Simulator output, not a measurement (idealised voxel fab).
process module | voxel gate over fins
cross-section cut | 190 nm wide | cells 5 nm
A cross-section is a grid of square cells, given in bands from the top down. A band is one or more rows of cells.
Each band's line starts with the height of the band's top and of its bottom, in nm. Then come its materials from left to right, each with its width in nm. One material with "throughout" fills the band from edge to edge. "air" is empty space.
Height 0 is the level under which the wafer as received is all one material. The lowest band goes on downwards, as in "0 down".
A width such as "30 to 40" changes by the same amount from each row of cells to the next, from the band's top row to its bottom row.
"no change" after a step means that no cell of the cross-section changed.
closed voids: empty space of 8 cells or more with no open way to the top, each as width x height at its distance from the left edge, in nm
after a step's settings: what the simulator itself notes on the step
overlay nm, on a step with a mask: how far to the right of its planned place the mask lay; to the left if negative
plan
1 op RECEIVE | material Si
2 op CONFORMAL_DEP | material SiN | thk nm 5
3 op MASKED_ETCH | tone cover | mask id FINS | width nm 15 | pitch nm 50 | etch materials SiN | depth nm 5 | overlay nm 0
4 op MASKED_ETCH | tone cover | mask id FINS | width nm 15 | pitch nm 50 | etch materials Si | depth nm 30 | overlay nm 0
5 op FILL_DEP | material SiO2 | thk nm 5
6 op CMP | height nm 5
7 op DIRECTIONAL_DEP | material aC | thk nm 15
8 op PATTERN | tone open | mask id RAIL | material resist | width nm 15 | thk nm 30 | overlay nm 0
9 op DIRECTIONAL_ETCH | etch materials aC | depth nm 15
10 op STRIP | etch materials resist
11 op DIRECTIONAL_ETCH | etch materials SiO2 | depth nm 30
12 op STRIP | etch materials aC
13 op CONFORMAL_DEP | material TiN | thk nm 5
14 op FILL_DEP | material W | thk nm 5
15 op CMP | height nm 5
16 op SELECTIVE_ETCH | etch materials W Ru TiN | depth nm 25
17 op FILL_DEP | material SiO2 | thk nm 5
18 op CMP | height nm 5
19 op SELECTIVE_ETCH | etch materials SiO2 | depth nm 15
20 op STRIP | etch materials SiN
21 op CONFORMAL_DEP | material HfO2 | thk nm 5
22 op CONFORMAL_DEP | material TiN | thk nm 5
23 op FILL_DEP | material W | thk nm 15
24 op CMP | height nm 20
25 op CONFORMAL_DEP | material SiCN | thk nm 5
as received, after step 1
  0 down: Si throughout
  closed voids: none
a wafer at the end: this start, this plan, one mistake
  25 to 20: SiCN throughout
  20 to 10: W throughout
  10 to 5: W 25 | TiN 35 | W 15 | TiN 35 | W 15 | TiN 35 | W 30
  5 to 0: W 25 | TiN 5 | HfO2 25 | TiN 5 | W 15 | TiN 5 | HfO2 25 | TiN 5 | W 15 | TiN 5 | HfO2 25 | TiN 5 | W 30
  0 to -5: TiN 30 | HfO2 5 | Si 15 | HfO2 5 | TiN 25 | HfO2 5 | Si 15 | HfO2 5 | TiN 25 | HfO2 5 | Si 15 | HfO2 5 | TiN 35
  -5 to -10: HfO2 35 | Si 15 | HfO2 35 | Si 15 | HfO2 35 | Si 15 | HfO2 40
  -10 to -20: SiO2 35 | Si 15 | SiO2 35 | Si 15 | SiO2 35 | Si 15 | SiO2 40
  -20 to -25: SiO2 35 | Si 15 | SiO2 10 | TiN 20 | SiO2 5 | Si 15 | SiO2 35 | Si 15 | SiO2 40
  -25 to -30: SiO2 35 | Si 15 | SiO2 35 | Si 15 | SiO2 35 | Si 15 | SiO2 40
  -30 down: Si throughout
  closed voids: none
what went wrong: step 8 ran as: op PATTERN | tone open | mask id RAIL | material resist | width nm 20 | thk nm 30 | overlay nm 0
